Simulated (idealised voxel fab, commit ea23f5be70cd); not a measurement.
The name of this process module is voxel wiring stack.
255 nm wide, 5 nm square cells: that's cross-section cut.
Think of the cross-section as a grid of square cells. We describe it in bands, top to bottom, and each band covers one or more rows of those cells.
Basically the band line says how high the top is and how high the bottom is, in nm, and then what's in it from left to right, every material with its width in nm. Empty space shows up as "air", and if a single material carries "all across" it runs the full band edge to edge.
Beneath 0, the wafer as received is one material, and that level is where height counting begins. The lowest band goes on downward without a bottom; it is written like "0..down".
Quick explanation for "30..40": the width changes in equal steps down the rows of cells, from the first number in the band's top row to the second number in its bottom row.
It should be understood that the words "no modifications", when stated for a given step, signify that the cross-section underwent no change in any of its cells during that step.
Under "Sealed void listing" you'll find the enclosed gaps, the ones with no way out to the top, that are 8 cells or bigger; each reads width x height at distance, with distance counted from the left edge, everything in nm.
Past the settings on a step's line: simulator remark, on that step.
For masked steps, "overlay nm" on the step line gives how far right of plan the mask actually lay; a minus sign means it lay to the left.
Process steps foreseen in the plan:
1,RECEIVE,material Si
2,CONFORMAL_DEP,material SiO2,thk nm 15
3,DIRECTIONAL_DEP,material TiN,thk nm 5
4,DIRECTIONAL_DEP,material W,thk nm 15
5,DIRECTIONAL_DEP,material aC,thk nm 10
6,PATTERN,tone cover,mask id METAL_1,material resist,width nm 30,pitch nm 50,thk nm 25,overlay nm 0
7,DIRECTIONAL_ETCH,etch materials aC,depth nm 10
8,STRIP,etch materials resist
9,DIRECTIONAL_ETCH,etch materials W,depth nm 15
10,DIRECTIONAL_ETCH,etch materials TiN,depth nm 5
11,STRIP,etch materials aC
12,FILL_DEP,material SiO2,thk nm 10
13,CMP,height nm 35
14,CONFORMAL_DEP,material SiCN,thk nm 5
15,DIRECTIONAL_DEP,material lowk,thk nm 10
16,PATTERN,tone open,mask id PLUG_1,material resist,width nm 15,pitch nm 50,thk nm 20,overlay nm 0
17,DIRECTIONAL_ETCH,etch materials lowk,depth nm 10
18,DIRECTIONAL_ETCH,etch materials SiCN,depth nm 5
19,STRIP,etch materials resist
20,CONFORMAL_DEP,material TiN,thk nm 5
21,FILL_DEP,material Ru,thk nm 5
22,CMP,height nm 50
23,DIRECTIONAL_DEP,material TiN,thk nm 5
24,DIRECTIONAL_DEP,material Ru,thk nm 15
25,DIRECTIONAL_DEP,material aC,thk nm 10
26,PATTERN,tone cover,mask id METAL_2,material resist,width nm 30,pitch nm 50,thk nm 25,overlay nm 0
27,DIRECTIONAL_ETCH,etch materials aC,depth nm 10
28,STRIP,etch materials resist
29,DIRECTIONAL_ETCH,etch materials Ru,depth nm 15
30,DIRECTIONAL_ETCH,etch materials TiN,depth nm 5
31,STRIP,etch materials aC
32,CONFORMAL_DEP,material SiCN,thk nm 5
33,FILL_DEP,material lowk,thk nm 10
34,CMP,height nm 70
35,CONFORMAL_DEP,material SiCN,thk nm 5
For clarity, it should be stated that the wafers under discussion commence in an identical condition and differ with respect to the width nm of step 16, the plan indicating the value that the first wafer had.
Received condition of the first of several wafers, sectioned: post-step 1:
0..down: Si all across
Sealed void listing: none
The rows of the table below are wafers. Looking at the end of the module, a row counts, for every material, the cells the wafer has gained, shown as (+), or lost, shown as (-), since it was received; its closed voids come next:
width nm 15 | +80 Ru | +141 SiCN | +261 SiO2 | +76 TiN | +72 W | +135 lowk | Sealed void listing: none
width nm 20 | +88 Ru | +137 SiCN | +261 SiO2 | +80 TiN | +72 W | +127 lowk | Sealed void listing: none
width nm 25 | +96 Ru | +133 SiCN | +261 SiO2 | +84 TiN | +72 W | +119 lowk | Sealed void listing: none
width nm 30 | +104 Ru | +129 SiCN | +261 SiO2 | +88 TiN | +72 W | +111 lowk | Sealed void listing: none
